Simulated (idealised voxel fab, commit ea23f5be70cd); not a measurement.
A process module follows: voxel self aligned vias.
Each square cell in cross-section cut measures 5 nm, and the section as a whole is 220 nm wide.
Each cross-section below is a grid of square cells, stated as bands in top-down order, with one or more rows of cells making up each band.
Per band: top height and bottom height in nm, followed by the left-to-right materials and their widths in nm; "edge to edge" marks a single material spanning edge to edge, "blank" marks empty space.
The level at which height equals 0 is the one under which the wafer, as it arrives, is entirely one material. No lower edge exists for the bottom band, which continues downward and is notated as in "0 -> down".
Top row gets the first number, bottom row gets the second, and each row in between changes by the same step: that is how a band width like "30..40" works.
You'll sometimes find "remains unaltered" written for a step, and that's the way of saying that nowhere in the cross-section did a cell change during that step.
So "Closed internal voids" is basically the list of trapped voids: any empty space of 8 cells or more that can't reach the top through an opening. They're written width x height at distance, the distance being from the left edge, and it's all nm.
Past the settings on a step's line: simulator remark, on that step.
You can add "overlay nm" to a step's line. For a step with a mask, it describes how far the mask lay to the right of its planned position, and a negative number describes a lay to the left.

Steps in the process plan:
1,RECEIVE with material Si
2,CONFORMAL_DEP with material SiO2, thk nm 10
3,CONFORMAL_DEP with material SiCN, thk nm 5
4,DIRECTIONAL_DEP with material SiO2, thk nm 20
5,MASKED_ETCH with tone open, mask id LINES, width nm 20, pitch nm 65, etch materials SiO2, depth nm 20, overlay nm 0
6,CONFORMAL_DEP with material TiN, thk nm 5
7,FILL_DEP with material Ru, thk nm 5
8,CMP with height nm 35
9,SELECTIVE_ETCH with etch materials W Ru TiN, depth nm 5
10,FILL_DEP with material SiN, thk nm 5
11,CMP with height nm 35
12,DIRECTIONAL_DEP with material SiO2, thk nm 20
13,DIRECTIONAL_DEP with material aC, thk nm 15
14,PATTERN with tone open, mask id VIAS, material resist, width nm 40, pitch nm 130, thk nm 35, overlay nm 0
15,DIRECTIONAL_ETCH with etch materials aC, depth nm 15
16,STRIP with etch materials resist
17,DIRECTIONAL_ETCH with etch materials SiO2, depth nm 20
18,DIRECTIONAL_ETCH with etch materials SiN, depth nm 5
19,STRIP with etch materials aC
20,CONFORMAL_DEP with material TiN, thk nm 5
21,FILL_DEP with material Ru, thk nm 5
22,CMP with height nm 55
23,CONFORMAL_DEP with material SiN, thk nm 5

First wafer out of two, processed as planned:

So this is the incoming wafer in cross-section - it's already been through step 1:
* 0 -> down = Si edge to edge
* Closed internal voids: none

Wafer section view after processing step 2:
* 10 -> 0 = SiO2 edge to edge
* below 0: unchanged

Wafer section view after processing step 3:
* 15 -> 10 = SiCN edge to edge
* below 10: unchanged

Wafer section view after processing step 4:
* 35 -> 15 = SiO2 edge to edge
* below 15: unchanged

Wafer section view after processing step 5:
* 35 -> 15 = SiO2 35 | blank 20 | SiO2 45 | blank 20 | SiO2 45 | blank 20 | SiO2 35
* below 15: unchanged

Wafer section view after processing step 6:
* 40 -> 35 = TiN 40 | blank 10 | TiN 55 | blank 10 | TiN 55 | blank 10 | TiN 40
* 35 -> 20 = SiO2 35 | TiN 5 | blank 10 | TiN 5 | SiO2 45 | TiN 5 | blank 10 | TiN 5 | SiO2 45 | TiN 5 | blank 10 | TiN 5 | SiO2 35
* 20 -> 15 = SiO2 35 | TiN 20 | SiO2 45 | TiN 20 | SiO2 45 | TiN 20 | SiO2 35
* below 15: unchanged

Wafer section view after processing step 7:
* 45 -> 40 = Ru edge to edge
* 40 -> 35 = TiN 40 | Ru 10 | TiN 55 | Ru 10 | TiN 55 | Ru 10 | TiN 40
* 35 -> 20 = SiO2 35 | TiN 5 | Ru 10 | TiN 5 | SiO2 45 | TiN 5 | Ru 10 | TiN 5 | SiO2 45 | TiN 5 | Ru 10 | TiN 5 | SiO2 35
* below 20: unchanged

Wafer section view after processing step 8:
* 35 -> 20 = SiO2 35 | TiN 5 | Ru 10 | TiN 5 | SiO2 45 | TiN 5 | Ru 10 | TiN 5 | SiO2 45 | TiN 5 | Ru 10 | TiN 5 | SiO2 35
* below 20: unchanged

Wafer section view after processing step 9:
* 35 -> 30 = SiO2 35 | blank 20 | SiO2 45 | blank 20 | SiO2 45 | blank 20 | SiO2 35
* below 30: unchanged

Wafer section view after processing step 10:
* 40 -> 35 = SiN edge to edge
* 35 -> 30 = SiO2 35 | SiN 20 | SiO2 45 | SiN 20 | SiO2 45 | SiN 20 | SiO2 35
* below 30: unchanged

Wafer section view after processing step 11:
* 35 -> 30 = SiO2 35 | SiN 20 | SiO2 45 | SiN 20 | SiO2 45 | SiN 20 | SiO2 35
* below 30: unchanged

Wafer section view after processing step 12:
* 55 -> 35 = SiO2 edge to edge
* below 35: unchanged

Wafer section view after processing step 13:
* 70 -> 55 = aC edge to edge
* below 55: unchanged

Wafer section view after processing step 14:
* 105 -> 70 = resist 25 | blank 40 | resist 90 | blank 40 | resist 25
* below 70: unchanged

Wafer section view after processing step 15:
* 90 -> 70 = resist 25 | blank 40 | resist 90 | blank 40 | resist 25
* 70 -> 55 = aC 25 | blank 40 | aC 90 | blank 40 | aC 25
* below 55: unchanged

Wafer section view after processing step 16:
* 70 -> 55 = aC 25 | blank 40 | aC 90 | blank 40 | aC 25
* below 55: unchanged

Wafer section view after processing step 17:
* 70 -> 55 = aC 25 | blank 40 | aC 90 | blank 40 | aC 25
* 55 -> 35 = SiO2 25 | blank 40 | SiO2 90 | blank 40 | SiO2 25
* below 35: unchanged

Wafer section view after processing step 18:
* 70 -> 55 = aC 25 | blank 40 | aC 90 | blank 40 | aC 25
* 55 -> 35 = SiO2 25 | blank 40 | SiO2 90 | blank 40 | SiO2 25
* 35 -> 30 = SiO2 35 | blank 20 | SiO2 45 | SiN 20 | SiO2 45 | blank 20 | SiO2 35
* below 30: unchanged

Wafer section view after processing step 19:
* 55 -> 35 = SiO2 25 | blank 40 | SiO2 90 | blank 40 | SiO2 25
* below 35: unchanged

Wafer section view after processing step 20:
* 60 -> 55 = TiN 30 | blank 30 | TiN 100 | blank 30 | TiN 30
* 55 -> 40 = SiO2 25 | TiN 5 | blank 30 | TiN 5 | SiO2 90 | TiN 5 | blank 30 | TiN 5 | SiO2 25
* 40 -> 35 = SiO2 25 | TiN 15 | blank 10 | TiN 15 | SiO2 90 | TiN 15 | blank 10 | TiN 15 | SiO2 25
* 35 -> 30 = SiO2 35 | TiN 20 | SiO2 45 | SiN 20 | SiO2 45 | TiN 20 | SiO2 35
* below 30: unchanged

Wafer section view after processing step 21:
* 65 -> 60 = Ru edge to edge
* 60 -> 55 = TiN 30 | Ru 30 | TiN 100 | Ru 30 | TiN 30
* 55 -> 40 = SiO2 25 | TiN 5 | Ru 30 | TiN 5 | SiO2 90 | TiN 5 | Ru 30 | TiN 5 | SiO2 25
* 40 -> 35 = SiO2 25 | TiN 15 | Ru 10 | TiN 15 | SiO2 90 | TiN 15 | Ru 10 | TiN 15 | SiO2 25
* below 35: unchanged

Wafer section view after processing step 22:
* 55 -> 40 = SiO2 25 | TiN 5 | Ru 30 | TiN 5 | SiO2 90 | TiN 5 | Ru 30 | TiN 5 | SiO2 25
* below 40: unchanged

Wafer section view after processing step 23:
* 60 -> 55 = SiN edge to edge
* below 55: unchanged

Second wafer - shared start and plan with the first - one error in running - same as the first up to step 4 inclusive:

Cross-section of the second wafer at the time step 5 of the plan should have ended:
* 35 -> 15 = SiO2 45 | blank 20 | SiO2 45 | blank 20 | SiO2 45 | blank 20 | SiO2 25
* below 15: unchanged

Cross-section of the second wafer at the time step 6 of the plan should have ended:
* 40 -> 35 = TiN 50 | blank 10 | TiN 55 | blank 10 | TiN 55 | blank 10 | TiN 30
* 35 -> 20 = SiO2 45 | TiN 5 | blank 10 | TiN 5 | SiO2 45 | TiN 5 | blank 10 | TiN 5 | SiO2 45 | TiN 5 | blank 10 | TiN 5 | SiO2 25
* 20 -> 15 = SiO2 45 | TiN 20 | SiO2 45 | TiN 20 | SiO2 45 | TiN 20 | SiO2 25
* below 15: unchanged

Cross-section of the second wafer at the time step 7 of the plan should have ended:
* 45 -> 40 = Ru edge to edge
* 40 -> 35 = TiN 50 | Ru 10 | TiN 55 | Ru 10 | TiN 55 | Ru 10 | TiN 30
* 35 -> 20 = SiO2 45 | TiN 5 | Ru 10 | TiN 5 | SiO2 45 | TiN 5 | Ru 10 | TiN 5 | SiO2 45 | TiN 5 | Ru 10 | TiN 5 | SiO2 25
* below 20: unchanged

Cross-section of the second wafer at the time step 8 of the plan should have ended:
* 35 -> 20 = SiO2 45 | TiN 5 | Ru 10 | TiN 5 | SiO2 45 | TiN 5 | Ru 10 | TiN 5 | SiO2 45 | TiN 5 | Ru 10 | TiN 5 | SiO2 25
* below 20: unchanged

Cross-section of the second wafer at the time step 9 of the plan should have ended:
* 35 -> 30 = SiO2 45 | blank 20 | SiO2 45 | blank 20 | SiO2 45 | blank 20 | SiO2 25
* below 30: unchanged

Cross-section of the second wafer at the time step 10 of the plan should have ended:
* 40 -> 35 = SiN edge to edge
* 35 -> 30 = SiO2 45 | SiN 20 | SiO2 45 | SiN 20 | SiO2 45 | SiN 20 | SiO2 25
* below 30: unchanged

Cross-section of the second wafer at the time step 11 of the plan should have ended:
* 35 -> 30 = SiO2 45 | SiN 20 | SiO2 45 | SiN 20 | SiO2 45 | SiN 20 | SiO2 25
* below 30: unchanged

Cross-section of the second wafer at the time step 12 of the plan should have ended:
* 55 -> 35 = SiO2 edge to edge
* below 35: unchanged

Cross-section of the second wafer at the time step 13 of the plan should have ended:
* 70 -> 55 = aC edge to edge
* below 55: unchanged

Cross-section of the second wafer at the time step 14 of the plan should have ended:
* 105 -> 70 = resist 25 | blank 40 | resist 90 | blank 40 | resist 25
* below 70: unchanged

Cross-section of the second wafer at the time step 15 of the plan should have ended:
* 90 -> 70 = resist 25 | blank 40 | resist 90 | blank 40 | resist 25
* 70 -> 55 = aC 25 | blank 40 | aC 90 | blank 40 | aC 25
* below 55: unchanged

Cross-section of the second wafer at the time step 16 of the plan should have ended:
* 70 -> 55 = aC 25 | blank 40 | aC 90 | blank 40 | aC 25
* below 55: unchanged

Cross-section of the second wafer at the time step 17 of the plan should have ended:
* 70 -> 55 = aC 25 | blank 40 | aC 90 | blank 40 | aC 25
* 55 -> 35 = SiO2 25 | blank 40 | SiO2 90 | blank 40 | SiO2 25
* below 35: unchanged

Cross-section of the second wafer at the time step 18 of the plan should have ended:
* 70 -> 55 = aC 25 | blank 40 | aC 90 | blank 40 | aC 25
* 55 -> 35 = SiO2 25 | blank 40 | SiO2 90 | blank 40 | SiO2 25
* 35 -> 30 = SiO2 45 | blank 20 | SiO2 45 | SiN 20 | SiO2 45 | blank 20 | SiO2 25
* below 30: unchanged

Cross-section of the second wafer at the time step 19 of the plan should have ended:
* 55 -> 35 = SiO2 25 | blank 40 | SiO2 90 | blank 40 | SiO2 25
* below 35: unchanged

Cross-section of the second wafer at the time step 20 of the plan should have ended:
* 60 -> 55 = TiN 30 | blank 30 | TiN 100 | blank 30 | TiN 30
* 55 -> 40 = SiO2 25 | TiN 5 | blank 30 | TiN 5 | SiO2 90 | TiN 5 | blank 30 | TiN 5 | SiO2 25
* 40 -> 35 = SiO2 25 | TiN 25 | blank 10 | TiN 5 | SiO2 90 | TiN 25 | blank 10 | TiN 5 | SiO2 25
* 35 -> 30 = SiO2 45 | TiN 20 | SiO2 45 | SiN 20 | SiO2 45 | TiN 20 | SiO2 25
* below 30: unchanged

Cross-section of the second wafer at the time step 21 of the plan should have ended:
* 65 -> 60 = Ru edge to edge
* 60 -> 55 = TiN 30 | Ru 30 | TiN 100 | Ru 30 | TiN 30
* 55 -> 40 = SiO2 25 | TiN 5 | Ru 30 | TiN 5 | SiO2 90 | TiN 5 | Ru 30 | TiN 5 | SiO2 25
* 40 -> 35 = SiO2 25 | TiN 25 | Ru 10 | TiN 5 | SiO2 90 | TiN 25 | Ru 10 | TiN 5 | SiO2 25
* below 35: unchanged

Cross-section of the second wafer at the time step 22 of the plan should have ended:
* 55 -> 40 = SiO2 25 | TiN 5 | Ru 30 | TiN 5 | SiO2 90 | TiN 5 | Ru 30 | TiN 5 | SiO2 25
* below 40: unchanged

Cross-section of the second wafer at the time step 23 of the plan should have ended:
* 60 -> 55 = SiN edge to edge
* below 55: unchanged
Against the plan, the run slipped here: note that step 5 departed from the planned setting and was carried out as MASKED_ETCH with tone open, mask id LINES, width nm 20, pitch nm 65, etch materials SiO2, depth nm 20, overlay nm 10
If you tally the cells, the second wafer ends up with the same amount of every material as the first; it's all just sitting in different places.
